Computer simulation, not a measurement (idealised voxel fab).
The process module presented herein is designated voxel ribs on slabs.
Shown is cross-section cut, with a width of 175 nm and square cells of size 5 nm.
For the purposes of this document, a cross-section shall be understood as a grid of square cells, specified as bands listed in top-to-bottom order, each band consisting of one or more rows of cells.
Band entry format. Leading values: height of top, height of bottom, nm. Remainder: materials in left-to-right order, each with its width in nm. Special words: "edge to edge" on a single material, which then fills the band edge to edge; "empty", empty space.
Height datum 0, below which the as-received substrate wafer is one material. Lowest band open at the bottom, running downward: "top 0, no bottom".
A width given as "30->40" starts at the first number in the band's top row and ends at the second number in its bottom row, shifting by an equal amount at every step from row to row.
Key: "nothing altered" - step with no changed cell in the cross-section.
Enclosed voids (no open way to top), threshold 8 cells or more, entry "Sealed void list", notation width x height at distance, distance from left edge, nm.
That trailing text on a step's line, after the settings, is the simulator's own remark on the step.
If you see "overlay nm" on a step's line and that step has a mask, it's telling you how far right of where it was planned the mask ended up; a negative number means it went left instead.
Planned process steps
| 1 | RECEIVE | material Si |
| 2 | DIRECTIONAL_DEP | material SiO2 | thk nm 20 |
| 3 | DIRECTIONAL_DEP | material polySi | thk nm 15 |
| 4 | PATTERN | tone cover | mask id RIB | material resist | width nm 30 | thk nm 20 | overlay nm 0 |
| 5 | DIRECTIONAL_ETCH | etch materials polySi | depth nm 5 |
| 6 | STRIP | etch materials resist |
| 7 | PATTERN | tone cover | mask id SLAB | material resist | width nm 90 | thk nm 20 | overlay nm 0 |
| 8 | DIRECTIONAL_ETCH | etch materials polySi | depth nm 10 |
| 9 | STRIP | etch materials resist |
| 10 | FILL_DEP | material SiO2 | thk nm 30 |
| 11 | CMP | height nm 55 |
| 12 | DIRECTIONAL_DEP | material TiN | thk nm 10 |
| 13 | PATTERN | tone cover | mask id HEATER | material resist | width nm 40 | thk nm 20 | overlay nm 0 |
| 14 | DIRECTIONAL_ETCH | etch materials TiN | depth nm 10 |
| 15 | STRIP | etch materials resist |
| 16 | CONFORMAL_DEP | material SiO2 | thk nm 10 |
First of two wafers, with the run carried out as planned
Delivered wafer in cross-section: state after step 1
> top 0, no bottom = Si edge to edge
> Sealed void list: none
The following cross-section depicts the wafer upon completion of step 2
> top 20, bottom 0 = SiO2 edge to edge
> Below 0 it's all the same as before, nothing changed down there.
The following cross-section depicts the wafer upon completion of step 3
> top 35, bottom 20 = polySi edge to edge
> Below 20 it's all the same as before, nothing changed down there.
The following cross-section depicts the wafer upon completion of step 4
> top 55, bottom 35 = empty (70); resist (30); empty (75)
> Below 35 it's all the same as before, nothing changed down there.
The following cross-section depicts the wafer upon completion of step 5
> top 55, bottom 35 = empty (70); resist (30); empty (75)
> top 35, bottom 30 = empty (70); polySi (30); empty (75)
> Below 30 it's all the same as before, nothing changed down there.
The following cross-section depicts the wafer upon completion of step 6
> top 35, bottom 30 = empty (70); polySi (30); empty (75)
> Below 30 it's all the same as before, nothing changed down there.
The following cross-section depicts the wafer upon completion of step 7
> top 55, bottom 35 = empty (40); resist (90); empty (45)
> top 35, bottom 30 = empty (40); resist (30); polySi (30); resist (30); empty (45)
> Below 30 it's all the same as before, nothing changed down there.
The following cross-section depicts the wafer upon completion of step 8
> top 55, bottom 35 = empty (40); resist (90); empty (45)
> top 35, bottom 30 = empty (40); resist (30); polySi (30); resist (30); empty (45)
> top 30, bottom 20 = empty (40); polySi (90); empty (45)
> Below 20 it's all the same as before, nothing changed down there.
The following cross-section depicts the wafer upon completion of step 9
> top 35, bottom 30 = empty (70); polySi (30); empty (75)
> Below 30 it's all the same as before, nothing changed down there.
The following cross-section depicts the wafer upon completion of step 10
> top 65, bottom 35 = SiO2 edge to edge
> top 35, bottom 30 = SiO2 (70); polySi (30); SiO2 (75)
> top 30, bottom 20 = SiO2 (40); polySi (90); SiO2 (45)
> Below 20 it's all the same as before, nothing changed down there.
The following cross-section depicts the wafer upon completion of step 11
> top 55, bottom 35 = SiO2 edge to edge
> Below 35 it's all the same as before, nothing changed down there.
The following cross-section depicts the wafer upon completion of step 12
> top 65, bottom 55 = TiN edge to edge
> Below 55 it's all the same as before, nothing changed down there.
The following cross-section depicts the wafer upon completion of step 13
> top 85, bottom 65 = empty (65); resist (40); empty (70)
> Below 65 it's all the same as before, nothing changed down there.
The following cross-section depicts the wafer upon completion of step 14
> top 85, bottom 65 = empty (65); resist (40); empty (70)
> top 65, bottom 55 = empty (65); TiN (40); empty (70)
> Below 55 it's all the same as before, nothing changed down there.
The following cross-section depicts the wafer upon completion of step 15
> top 65, bottom 55 = empty (65); TiN (40); empty (70)
> Below 55 it's all the same as before, nothing changed down there.
The following cross-section depicts the wafer upon completion of step 16
> top 75, bottom 65 = empty (55); SiO2 (60); empty (60)
> top 65, bottom 55 = SiO2 (65); TiN (40); SiO2 (70)
> Below 55 it's all the same as before, nothing changed down there.
Second wafer: like start, like plan, one mistake. Through step 1 it matches the first wafer
What the second wafer looks like in cross-section when step 2 should have wrapped up
> top 15, bottom 0 = polySi edge to edge
> Below 0 it's all the same as before, nothing changed down there.
What the second wafer looks like in cross-section when step 3 should have wrapped up
> top 35, bottom 15 = SiO2 edge to edge
> Below 15 it's all the same as before, nothing changed down there.
What the second wafer looks like in cross-section when step 4 should have wrapped up
> top 55, bottom 35 = empty (70); resist (30); empty (75)
> Below 35 it's all the same as before, nothing changed down there.
What the second wafer looks like in cross-section when step 5 should have wrapped up: nothing altered
What the second wafer looks like in cross-section when step 6 should have wrapped up
> top 35, bottom 15 = SiO2 edge to edge
> Below 15 it's all the same as before, nothing changed down there.
What the second wafer looks like in cross-section when step 7 should have wrapped up
> top 55, bottom 35 = empty (40); resist (90); empty (45)
> Below 35 it's all the same as before, nothing changed down there.
What the second wafer looks like in cross-section when step 8 should have wrapped up: nothing altered
What the second wafer looks like in cross-section when step 9 should have wrapped up
> top 35, bottom 15 = SiO2 edge to edge
> Below 15 it's all the same as before, nothing changed down there.
What the second wafer looks like in cross-section when step 10 should have wrapped up
> top 65, bottom 15 = SiO2 edge to edge
> Below 15 it's all the same as before, nothing changed down there.
What the second wafer looks like in cross-section when step 11 should have wrapped up
> top 55, bottom 15 = SiO2 edge to edge
> Below 15 it's all the same as before, nothing changed down there.
What the second wafer looks like in cross-section when step 12 should have wrapped up
> top 65, bottom 55 = TiN edge to edge
> Below 55 it's all the same as before, nothing changed down there.
What the second wafer looks like in cross-section when step 13 should have wrapped up
> top 85, bottom 65 = empty (65); resist (40); empty (70)
> Below 65 it's all the same as before, nothing changed down there.
What the second wafer looks like in cross-section when step 14 should have wrapped up
> top 85, bottom 65 = empty (65); resist (40); empty (70)
> top 65, bottom 55 = empty (65); TiN (40); empty (70)
> Below 55 it's all the same as before, nothing changed down there.
What the second wafer looks like in cross-section when step 15 should have wrapped up
> top 65, bottom 55 = empty (65); TiN (40); empty (70)
> Below 55 it's all the same as before, nothing changed down there.
What the second wafer looks like in cross-section when step 16 should have wrapped up
> top 75, bottom 65 = empty (55); SiO2 (60); empty (60)
> top 65, bottom 55 = SiO2 (65); TiN (40); SiO2 (70)
> Below 55 it's all the same as before, nothing changed down there.
Misprocessing identified: so 2 and 3 got swapped relative to the plan, each ran where the other was supposed to
In the final state, the cell counts of the second wafer exceed or fall short of those of the first for the following materials: 63 fewer of SiO2 | 63 more of polySi
